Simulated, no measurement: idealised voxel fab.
Presented below is a process module, voxel capacitor over wiring.
Section cut is 300 nm wide and gridded with 5 nm square cells.
The cross-sections in this document take the form of a grid made of square cells. They are written out as bands, in order from top to bottom. Each band consists of one or more rows of cells.
A band entry consists of two parts. The first gives the height of the band's top and the height of its bottom, in nm. The rest lists the band's materials from left to right, each with its width in nm. A single material labelled with the word "edge to edge" fills the band from edge to edge, and the word "air" marks empty space.
For the purposes of this specification, 0 denotes the height below which the wafer in its as-received condition is composed wholly of one material, and the lowermost band, lacking a lower limit, extends downward without end, as expressed in "from 0 down".
Note: "30->40" means the width goes from the first number (top row of the band) to the second number (bottom row) in equal steps per row of cells.
You'll sometimes find "no modifications" written for a step, and that's the way of saying that nowhere in the cross-section did a cell change during that step.
Entry "Closed void roster". Content: empty spaces with no open connection to the top, size 8 cells or greater. Each: width x height at distance. Distance: from left edge. Unit: nm.
Text after the settings on a step's line: the simulator's own remark on that step.
The line of a step may include "overlay nm". On a step with a mask, this value is how far to the right of its planned place the mask lay. A negative value means the mask lay to the left.
[Listed below are the process steps as planned]
1. RECEIVE (material Si)
2. CONFORMAL_DEP (material SiO2; thk nm 15)
3. CONFORMAL_DEP (material SiN; thk nm 5)
4. DIRECTIONAL_DEP (material lowk; thk nm 20)
5. PATTERN (tone open; mask id METAL_1; material resist; width nm 20; pitch nm 90; thk nm 20; overlay nm 0)
6. DIRECTIONAL_ETCH (etch materials lowk; depth nm 20)
7. DIRECTIONAL_ETCH (etch materials SiN; depth nm 5)
8. STRIP (etch materials resist)
9. CONFORMAL_DEP (material TiN; thk nm 5)
10. FILL_DEP (material Cu; thk nm 5)
11. CMP (height nm 40)
12. CONFORMAL_DEP (material SiCN; thk nm 5)
13. DIRECTIONAL_DEP (material lowk; thk nm 20)
14. PATTERN (tone open; mask id PLUG_1; material resist; width nm 15; thk nm 20; overlay nm 0)
15. DIRECTIONAL_ETCH (etch materials lowk; depth nm 20)
16. DIRECTIONAL_ETCH (etch materials SiCN; depth nm 5)
17. STRIP (etch materials resist)
18. CONFORMAL_DEP (material TiN; thk nm 5)
19. FILL_DEP (material Ru; thk nm 10)
20. CMP (height nm 65)
21. DIRECTIONAL_DEP (material TiN; thk nm 5)
22. DIRECTIONAL_DEP (material HfO2; thk nm 5)
23. DIRECTIONAL_DEP (material TiN; thk nm 5)
24. DIRECTIONAL_DEP (material aC; thk nm 15)
25. PATTERN (tone cover; mask id UPPER_PLATE; material resist; width nm 75; thk nm 35; overlay nm 0)
26. DIRECTIONAL_ETCH (etch materials aC; depth nm 15)
27. STRIP (etch materials resist)
28. DIRECTIONAL_ETCH (etch materials TiN; depth nm 5)
29. DIRECTIONAL_ETCH (etch materials HfO2; depth nm 5)
30. STRIP (etch materials aC)
31. MASKED_ETCH (tone cover; mask id LOWER_PLATE; width nm 85; etch materials TiN; depth nm 5; overlay nm 0)
32. FILL_DEP (material SiO2; thk nm 15)
33. CMP (height nm 90)
34. MASKED_ETCH (tone open; mask id PLUG_2; width nm 15; etch materials SiO2; depth nm 10; overlay nm 0)
35. CONFORMAL_DEP (material TiN; thk nm 5)
36. FILL_DEP (material Cu; thk nm 10)
37. CMP (height nm 90)
38. CONFORMAL_DEP (material SiCN; thk nm 5)
[Run as planned: first of two wafers]
[Cross-section of the wafer upon arrival, representing the state reached after step 1]
    from 0 down | Si edge to edge
    Closed void roster: none
[After step 2: wafer cross-section]
    from 15 to 0 | SiO2 edge to edge
    Beneath the level 0, the cross-section is identical to its previous state.
[After step 3: wafer cross-section]
    from 20 to 15 | SiN edge to edge
    Beneath the level 15, the cross-section is identical to its previous state.
[After step 4: wafer cross-section]
    from 40 to 20 | lowk edge to edge
    Beneath the level 20, the cross-section is identical to its previous state.
[After step 5: wafer cross-section]
    from 60 to 40 | resist 95 nm / air 20 nm / resist 70 nm / air 20 nm / resist 95 nm
    Beneath the level 40, the cross-section is identical to its previous state.
[After step 6: wafer cross-section]
    from 60 to 40 | resist 95 nm / air 20 nm / resist 70 nm / air 20 nm / resist 95 nm
    from 40 to 20 | lowk 95 nm / air 20 nm / lowk 70 nm / air 20 nm / lowk 95 nm
    Beneath the level 20, the cross-section is identical to its previous state.
[After step 7: wafer cross-section]
    from 60 to 40 | resist 95 nm / air 20 nm / resist 70 nm / air 20 nm / resist 95 nm
    from 40 to 20 | lowk 95 nm / air 20 nm / lowk 70 nm / air 20 nm / lowk 95 nm
    from 20 to 15 | SiN 95 nm / air 20 nm / SiN 70 nm / air 20 nm / SiN 95 nm
    Beneath the level 15, the cross-section is identical to its previous state.
[After step 8: wafer cross-section]
    from 40 to 20 | lowk 95 nm / air 20 nm / lowk 70 nm / air 20 nm / lowk 95 nm
    Beneath the level 20, the cross-section is identical to its previous state.
[After step 9: wafer cross-section]
    from 45 to 40 | TiN 100 nm / air 10 nm / TiN 80 nm / air 10 nm / TiN 100 nm
    from 40 to 20 | lowk 95 nm / TiN 5 nm / air 10 nm / TiN 5 nm / lowk 70 nm / TiN 5 nm / air 10 nm / TiN 5 nm / lowk 95 nm
    from 20 to 15 | SiN 95 nm / TiN 20 nm / SiN 70 nm / TiN 20 nm / SiN 95 nm
    Beneath the level 15, the cross-section is identical to its previous state.
[After step 10: wafer cross-section]
    from 50 to 45 | Cu edge to edge
    from 45 to 40 | TiN 100 nm / Cu 10 nm / TiN 80 nm / Cu 10 nm / TiN 100 nm
    from 40 to 20 | lowk 95 nm / TiN 5 nm / Cu 10 nm / TiN 5 nm / lowk 70 nm / TiN 5 nm / Cu 10 nm / TiN 5 nm / lowk 95 nm
    Beneath the level 20, the cross-section is identical to its previous state.
[After step 11: wafer cross-section]
    from 40 to 20 | lowk 95 nm / TiN 5 nm / Cu 10 nm / TiN 5 nm / lowk 70 nm / TiN 5 nm / Cu 10 nm / TiN 5 nm / lowk 95 nm
    Beneath the level 20, the cross-section is identical to its previous state.
[After step 12: wafer cross-section]
    from 45 to 40 | SiCN edge to edge
    Beneath the level 40, the cross-section is identical to its previous state.
[After step 13: wafer cross-section]
    from 65 to 45 | lowk edge to edge
    Beneath the level 45, the cross-section is identical to its previous state.
[After step 14: wafer cross-section]
    from 85 to 65 | resist 100 nm / air 15 nm / resist 185 nm
    Beneath the level 65, the cross-section is identical to its previous state.
[After step 15: wafer cross-section]
    from 85 to 65 | resist 100 nm / air 15 nm / resist 185 nm
    from 65 to 45 | lowk 100 nm / air 15 nm / lowk 185 nm
    Beneath the level 45, the cross-section is identical to its previous state.
[After step 16: wafer cross-section]
    from 85 to 65 | resist 100 nm / air 15 nm / resist 185 nm
    from 65 to 45 | lowk 100 nm / air 15 nm / lowk 185 nm
    from 45 to 40 | SiCN 100 nm / air 15 nm / SiCN 185 nm
    Beneath the level 40, the cross-section is identical to its previous state.
[After step 17: wafer cross-section]
    from 65 to 45 | lowk 100 nm / air 15 nm / lowk 185 nm
    Beneath the level 45, the cross-section is identical to its previous state.
[After step 18: wafer cross-section]
    from 70 to 65 | TiN 105 nm / air 5 nm / TiN 190 nm
    from 65 to 45 | lowk 100 nm / TiN 5 nm / air 5 nm / TiN 5 nm / lowk 185 nm
    from 45 to 40 | SiCN 100 nm / TiN 15 nm / SiCN 185 nm
    Beneath the level 40, the cross-section is identical to its previous state.
[After step 19: wafer cross-section]
    from 80 to 70 | Ru edge to edge
    from 70 to 65 | TiN 105 nm / Ru 5 nm / TiN 190 nm
    from 65 to 45 | lowk 100 nm / TiN 5 nm / Ru 5 nm / TiN 5 nm / lowk 185 nm
    Beneath the level 45, the cross-section is identical to its previous state.
[After step 20: wafer cross-section]
    from 65 to 45 | lowk 100 nm / TiN 5 nm / Ru 5 nm / TiN 5 nm / lowk 185 nm
    Beneath the level 45, the cross-section is identical to its previous state.
[After step 21: wafer cross-section]
    from 70 to 65 | TiN edge to edge
    Beneath the level 65, the cross-section is identical to its previous state.
[After step 22: wafer cross-section]
    from 75 to 70 | HfO2 edge to edge
    Beneath the level 70, the cross-section is identical to its previous state.
[After step 23: wafer cross-section]
    from 80 to 75 | TiN edge to edge
    Beneath the level 75, the cross-section is identical to its previous state.
[After step 24: wafer cross-section]
    from 95 to 80 | aC edge to edge
    Beneath the level 80, the cross-section is identical to its previous state.
[After step 25: wafer cross-section]
    from 130 to 95 | air 100 nm / resist 75 nm / air 125 nm
    Beneath the level 95, the cross-section is identical to its previous state.
[After step 26: wafer cross-section]
    from 115 to 95 | air 100 nm / resist 75 nm / air 125 nm
    from 95 to 80 | air 100 nm / aC 75 nm / air 125 nm
    Beneath the level 80, the cross-section is identical to its previous state.
[After step 27: wafer cross-section]
    from 95 to 80 | air 100 nm / aC 75 nm / air 125 nm
    Beneath the level 80, the cross-section is identical to its previous state.
[After step 28: wafer cross-section]
    from 95 to 80 | air 100 nm / aC 75 nm / air 125 nm
    from 80 to 75 | air 100 nm / TiN 75 nm / air 125 nm
    Beneath the level 75, the cross-section is identical to its previous state.
[After step 29: wafer cross-section]
    from 95 to 80 | air 100 nm / aC 75 nm / air 125 nm
    from 80 to 75 | air 100 nm / TiN 75 nm / air 125 nm
    from 75 to 70 | air 100 nm / HfO2 75 nm / air 125 nm
    Beneath the level 70, the cross-section is identical to its previous state.
[After step 30: wafer cross-section]
    from 80 to 75 | air 100 nm / TiN 75 nm / air 125 nm
    Beneath the level 75, the cross-section is identical to its previous state.
[After step 31: wafer cross-section]
    from 80 to 75 | air 100 nm / TiN 75 nm / air 125 nm
    from 75 to 70 | air 100 nm / HfO2 75 nm / air 125 nm
    from 70 to 65 | air 95 nm / TiN 85 nm / air 120 nm
    Beneath the level 65, the cross-section is identical to its previous state.
[After step 32: wafer cross-section]
    from 95 to 80 | SiO2 edge to edge
    from 80 to 75 | SiO2 100 nm / TiN 75 nm / SiO2 125 nm
    from 75 to 70 | SiO2 100 nm / HfO2 75 nm / SiO2 125 nm
    from 70 to 65 | SiO2 95 nm / TiN 85 nm / SiO2 120 nm
    Beneath the level 65, the cross-section is identical to its previous state.
[After step 33: wafer cross-section]
    from 90 to 80 | SiO2 edge to edge
    Beneath the level 80, the cross-section is identical to its previous state.
[After step 34: wafer cross-section]
    from 90 to 80 | SiO2 110 nm / air 15 nm / SiO2 175 nm
    Beneath the level 80, the cross-section is identical to its previous state.
[After step 35: wafer cross-section]
    from 95 to 90 | TiN 115 nm / air 5 nm / TiN 180 nm
    from 90 to 85 | SiO2 110 nm / TiN 5 nm / air 5 nm / TiN 5 nm / SiO2 175 nm
    from 85 to 75 | SiO2 110->100 nm / TiN 15->75 nm / SiO2 175->125 nm
    Beneath the level 75, the cross-section is identical to its previous state.
[After step 36: wafer cross-section]
    from 105 to 95 | Cu edge to edge
    from 95 to 90 | TiN 115 nm / Cu 5 nm / TiN 180 nm
    from 90 to 85 | SiO2 110 nm / TiN 5 nm / Cu 5 nm / TiN 5 nm / SiO2 175 nm
    Beneath the level 85, the cross-section is identical to its previous state.
[After step 37: wafer cross-section]
    from 90 to 85 | SiO2 110 nm / TiN 5 nm / Cu 5 nm / TiN 5 nm / SiO2 175 nm
    Beneath the level 85, the cross-section is identical to its previous state.
[After step 38: wafer cross-section]
    from 95 to 90 | SiCN edge to edge
    Beneath the level 90, the cross-section is identical to its previous state.
[The second wafer: identical to the first at the outset and in its planned sequence, differing only in that one mistake was made during processing; up to and including step 1, its path is the first wafer's path]
[The second wafer in cross-section, at the planned close of step 2]
    from 30 to 0 | SiO2 edge to edge
    Beneath the level 0, the cross-section is identical to its previous state.
[The second wafer in cross-section, at the planned close of step 3]
    from 35 to 30 | SiN edge to edge
    Beneath the level 30, the cross-section is identical to its previous state.
[The second wafer in cross-section, at the planned close of step 4]
    from 55 to 35 | lowk edge to edge
    Beneath the level 35, the cross-section is identical to its previous state.
[The second wafer in cross-section, at the planned close of step 5]
    from 75 to 55 | resist 95 nm / air 20 nm / resist 70 nm / air 20 nm / resist 95 nm
    Beneath the level 55, the cross-section is identical to its previous state.
[The second wafer in cross-section, at the planned close of step 6]
    from 75 to 55 | resist 95 nm / air 20 nm / resist 70 nm / air 20 nm / resist 95 nm
    from 55 to 35 | lowk 95 nm / air 20 nm / lowk 70 nm / air 20 nm / lowk 95 nm
    Beneath the level 35, the cross-section is identical to its previous state.
[The second wafer in cross-section, at the planned close of step 7]
    from 75 to 55 | resist 95 nm / air 20 nm / resist 70 nm / air 20 nm / resist 95 nm
    from 55 to 35 | lowk 95 nm / air 20 nm / lowk 70 nm / air 20 nm / lowk 95 nm
    from 35 to 30 | SiN 95 nm / air 20 nm / SiN 70 nm / air 20 nm / SiN 95 nm
    Beneath the level 30, the cross-section is identical to its previous state.
[The second wafer in cross-section, at the planned close of step 8]
    from 55 to 35 | lowk 95 nm / air 20 nm / lowk 70 nm / air 20 nm / lowk 95 nm
    Beneath the level 35, the cross-section is identical to its previous state.
[The second wafer in cross-section, at the planned close of step 9]
    from 60 to 55 | TiN 100 nm / air 10 nm / TiN 80 nm / air 10 nm / TiN 100 nm
    from 55 to 35 | lowk 95 nm / TiN 5 nm / air 10 nm / TiN 5 nm / lowk 70 nm / TiN 5 nm / air 10 nm / TiN 5 nm / lowk 95 nm
    from 35 to 30 | SiN 95 nm / TiN 20 nm / SiN 70 nm / TiN 20 nm / SiN 95 nm
    Beneath the level 30, the cross-section is identical to its previous state.
[The second wafer in cross-section, at the planned close of step 10]
    from 65 to 60 | Cu edge to edge
    from 60 to 55 | TiN 100 nm / Cu 10 nm / TiN 80 nm / Cu 10 nm / TiN 100 nm
    from 55 to 35 | lowk 95 nm / TiN 5 nm / Cu 10 nm / TiN 5 nm / lowk 70 nm / TiN 5 nm / Cu 10 nm / TiN 5 nm / lowk 95 nm
    Beneath the level 35, the cross-section is identical to its previous state.
[The second wafer in cross-section, at the planned close of step 11]
    from 40 to 35 | lowk 95 nm / TiN 5 nm / Cu 10 nm / TiN 5 nm / lowk 70 nm / TiN 5 nm / Cu 10 nm / TiN 5 nm / lowk 95 nm
    Beneath the level 35, the cross-section is identical to its previous state.
[The second wafer in cross-section, at the planned close of step 12]
    from 45 to 40 | SiCN edge to edge
    Beneath the level 40, the cross-section is identical to its previous state.
[The second wafer in cross-section, at the planned close of step 13]
    from 65 to 45 | lowk edge to edge
    Beneath the level 45, the cross-section is identical to its previous state.
[The second wafer in cross-section, at the planned close of step 14]
    from 85 to 65 | resist 100 nm / air 15 nm / resist 185 nm
    Beneath the level 65, the cross-section is identical to its previous state.
[The second wafer in cross-section, at the planned close of step 15]
    from 85 to 65 | resist 100 nm / air 15 nm / resist 185 nm
    from 65 to 45 | lowk 100 nm / air 15 nm / lowk 185 nm
    Beneath the level 45, the cross-section is identical to its previous state.
[The second wafer in cross-section, at the planned close of step 16]
    from 85 to 65 | resist 100 nm / air 15 nm / resist 185 nm
    from 65 to 45 | lowk 100 nm / air 15 nm / lowk 185 nm
    from 45 to 40 | SiCN 100 nm / air 15 nm / SiCN 185 nm
    Beneath the level 40, the cross-section is identical to its previous state.
[The second wafer in cross-section, at the planned close of step 17]
    from 65 to 45 | lowk 100 nm / air 15 nm / lowk 185 nm
    Beneath the level 45, the cross-section is identical to its previous state.
[The second wafer in cross-section, at the planned close of step 18]
    from 70 to 65 | TiN 105 nm / air 5 nm / TiN 190 nm
    from 65 to 45 | lowk 100 nm / TiN 5 nm / air 5 nm / TiN 5 nm / lowk 185 nm
    from 45 to 40 | SiCN 100 nm / TiN 15 nm / SiCN 185 nm
    Beneath the level 40, the cross-section is identical to its previous state.
[The second wafer in cross-section, at the planned close of step 19]
    from 80 to 70 | Ru edge to edge
    from 70 to 65 | TiN 105 nm / Ru 5 nm / TiN 190 nm
    from 65 to 45 | lowk 100 nm / TiN 5 nm / Ru 5 nm / TiN 5 nm / lowk 185 nm
    Beneath the level 45, the cross-section is identical to its previous state.
[The second wafer in cross-section, at the planned close of step 20]
    from 65 to 45 | lowk 100 nm / TiN 5 nm / Ru 5 nm / TiN 5 nm / lowk 185 nm
    Beneath the level 45, the cross-section is identical to its previous state.
[The second wafer in cross-section, at the planned close of step 21]
    from 70 to 65 | TiN edge to edge
    Beneath the level 65, the cross-section is identical to its previous state.
[The second wafer in cross-section, at the planned close of step 22]
    from 75 to 70 | HfO2 edge to edge
    Beneath the level 70, the cross-section is identical to its previous state.
[The second wafer in cross-section, at the planned close of step 23]
    from 80 to 75 | TiN edge to edge
    Beneath the level 75, the cross-section is identical to its previous state.
[The second wafer in cross-section, at the planned close of step 24]
    from 95 to 80 | aC edge to edge
    Beneath the level 80, the cross-section is identical to its previous state.
[The second wafer in cross-section, at the planned close of step 25]
    from 130 to 95 | air 100 nm / resist 75 nm / air 125 nm
    Beneath the level 95, the cross-section is identical to its previous state.
[The second wafer in cross-section, at the planned close of step 26]
    from 115 to 95 | air 100 nm / resist 75 nm / air 125 nm
    from 95 to 80 | air 100 nm / aC 75 nm / air 125 nm
    Beneath the level 80, the cross-section is identical to its previous state.
[The second wafer in cross-section, at the planned close of step 27]
    from 95 to 80 | air 100 nm / aC 75 nm / air 125 nm
    Beneath the level 80, the cross-section is identical to its previous state.
[The second wafer in cross-section, at the planned close of step 28]
    from 95 to 80 | air 100 nm / aC 75 nm / air 125 nm
    from 80 to 75 | air 100 nm / TiN 75 nm / air 125 nm
    Beneath the level 75, the cross-section is identical to its previous state.
[The second wafer in cross-section, at the planned close of step 29]
    from 95 to 80 | air 100 nm / aC 75 nm / air 125 nm
    from 80 to 75 | air 100 nm / TiN 75 nm / air 125 nm
    from 75 to 70 | air 100 nm / HfO2 75 nm / air 125 nm
    Beneath the level 70, the cross-section is identical to its previous state.
[The second wafer in cross-section, at the planned close of step 30]
    from 80 to 75 | air 100 nm / TiN 75 nm / air 125 nm
    Beneath the level 75, the cross-section is identical to its previous state.
[The second wafer in cross-section, at the planned close of step 31]
    from 80 to 75 | air 100 nm / TiN 75 nm / air 125 nm
    from 75 to 70 | air 100 nm / HfO2 75 nm / air 125 nm
    from 70 to 65 | air 95 nm / TiN 85 nm / air 120 nm
    Beneath the level 65, the cross-section is identical to its previous state.
[The second wafer in cross-section, at the planned close of step 32]
    from 95 to 80 | SiO2 edge to edge
    from 80 to 75 | SiO2 100 nm / TiN 75 nm / SiO2 125 nm
    from 75 to 70 | SiO2 100 nm / HfO2 75 nm / SiO2 125 nm
    from 70 to 65 | SiO2 95 nm / TiN 85 nm / SiO2 120 nm
    Beneath the level 65, the cross-section is identical to its previous state.
[The second wafer in cross-section, at the planned close of step 33]
    from 90 to 80 | SiO2 edge to edge
    Beneath the level 80, the cross-section is identical to its previous state.
[The second wafer in cross-section, at the planned close of step 34]
    from 90 to 80 | SiO2 110 nm / air 15 nm / SiO2 175 nm
    Beneath the level 80, the cross-section is identical to its previous state.
[The second wafer in cross-section, at the planned close of step 35]
    from 95 to 90 | TiN 115 nm / air 5 nm / TiN 180 nm
    from 90 to 85 | SiO2 110 nm / TiN 5 nm / air 5 nm / TiN 5 nm / SiO2 175 nm
    from 85 to 75 | SiO2 110->100 nm / TiN 15->75 nm / SiO2 175->125 nm
    Beneath the level 75, the cross-section is identical to its previous state.
[The second wafer in cross-section, at the planned close of step 36]
    from 105 to 95 | Cu edge to edge
    from 95 to 90 | TiN 115 nm / Cu 5 nm / TiN 180 nm
    from 90 to 85 | SiO2 110 nm / TiN 5 nm / Cu 5 nm / TiN 5 nm / SiO2 175 nm
    Beneath the level 85, the cross-section is identical to its previous state.
[The second wafer in cross-section, at the planned close of step 37]
    from 90 to 85 | SiO2 110 nm / TiN 5 nm / Cu 5 nm / TiN 5 nm / SiO2 175 nm
    Beneath the level 85, the cross-section is identical to its previous state.
[The second wafer in cross-section, at the planned close of step 38]
    from 95 to 90 | SiCN edge to edge
    Beneath the level 90, the cross-section is identical to its previous state.
The plan and the run diverged here: step 2 was run twice
at the end the second wafer has, in cells: Cu: 12 fewer, SiO2: 180 more, TiN: 12 fewer, lowk: 156 fewer
